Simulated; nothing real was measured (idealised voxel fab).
Process module, titled voxel self aligned contacts
Cross-section cut: width 220 nm, square cells of 5 nm.
This document writes a cross-section as a grid whose cells are square, and gives it as bands, listed from the top down; one or more rows of cells form a band. It is stipulated that each band's entry specify, in nanometres, the height of the top of the band and then that of its bottom, followed by the materials of the band in left-to-right sequence, each together with its width in nanometres. A single material marked by the word "full width" is understood to fill the band from edge to edge; the word "empty" is understood to denote empty space. Note: height 0 marks the level under which the wafer is uniformly one material as received. Lowest band unbounded below, written "from 0 down". Note: "30 to 40" means the width goes from the first number (top row of the band) to the second number (bottom row) in equal steps per row of cells. A step reported as "remains unaltered" is a step in which no cell of the cross-section changed. "Voids, enclosed" lists enclosed empty spaces (at least 8 cells, no open path upward to the top), each as width x height at distance from the left edge, in nm. Read whatever lies past the settings on a step's line as the simulator's own remark about the step. overlay nm: for a step with a mask, the amount by which the mask lay right of where it was planned; a negative amount means left of it.

**The steps planned for the process are as follows**
1) op RECEIVE | material Si
2) op CONFORMAL_DEP | material SiO2 | thk nm 5
3) op DIRECTIONAL_DEP | material polySi | thk nm 25
4) op DIRECTIONAL_DEP | material SiN | thk nm 25
5) op PATTERN | tone cover | mask id GATE | material resist | width nm 30 | pitch nm 75 | thk nm 20 | overlay nm 0
6) op DIRECTIONAL_ETCH | etch materials SiN | depth nm 25
7) op DIRECTIONAL_ETCH | etch materials polySi | depth nm 25
8) op STRIP | etch materials resist
9) op CONFORMAL_DEP | material SiN | thk nm 10
10) op DIRECTIONAL_ETCH | etch materials SiN | depth nm 10
11) op FILL_DEP | material SiO2 | thk nm 15
12) op CMP | height nm 60
13) op MASKED_ETCH | tone open | mask id CONTACT | width nm 55 | etch materials SiO2 | depth nm 60 | overlay nm 0
14) op CONFORMAL_DEP | material TiN | thk nm 5
15) op FILL_DEP | material W | thk nm 5
16) op CMP | height nm 60
17) op CONFORMAL_DEP | material SiCN | thk nm 5

**Delivered wafer in cross-section: state after step 1**
* from 0 down = Si full width
* Voids, enclosed: none

**Cross-sectional image of the first of two wafers at the end of the module, the run having proceeded as planned**
* from 65 to 60 = SiCN full width
* from 60 to 55 = SiO2 80 / TiN 20 / W 15 / TiN 20 / SiO2 85
* from 55 to 30 = SiO2 45 / SiN 50 / TiN 5 / W 15 / TiN 5 / SiN 50 / SiO2 50
* from 30 to 5 = SiO2 45 / SiN 10 / polySi 30 / SiN 10 / TiN 5 / W 15 / TiN 5 / SiN 10 / polySi 30 / SiN 10 / SiO2 50
* from 5 to 0 = SiO2 95 / TiN 25 / SiO2 100
* from 0 down = Si full width
* Voids, enclosed: none

**Cross-section of the latter of the two wafers at module completion. It had an identical start and an identical plan to the former; in running it, one mistake was made**
* from 65 to 60 = SiCN full width
* from 60 to 55 = SiO2 80 / TiN 25 / W 10 / TiN 20 / SiO2 85
* from 55 to 30 = SiO2 45 / SiN 55 / TiN 5 / W 10 / TiN 5 / SiN 55 / SiO2 45
* from 30 to 5 = SiO2 45 / SiN 10 / polySi 35 / SiN 10 / TiN 5 / W 10 / TiN 5 / SiN 10 / polySi 35 / SiN 10 / SiO2 45
* from 5 to 0 = SiO2 100 / TiN 20 / SiO2 100
* from 0 down = Si full width
* Voids, enclosed: none
Finding, execution versus plan: note that step 5 departed from the planned setting and was carried out as op PATTERN | tone cover | mask id GATE | material resist | width nm 35 | pitch nm 75 | thk nm 20 | overlay nm 0
Bottom line after processing is that, in cells, the second wafer is up or down on some materials versus the first: +10 SiN | -9 SiO2 | -11 W | +10 polySi
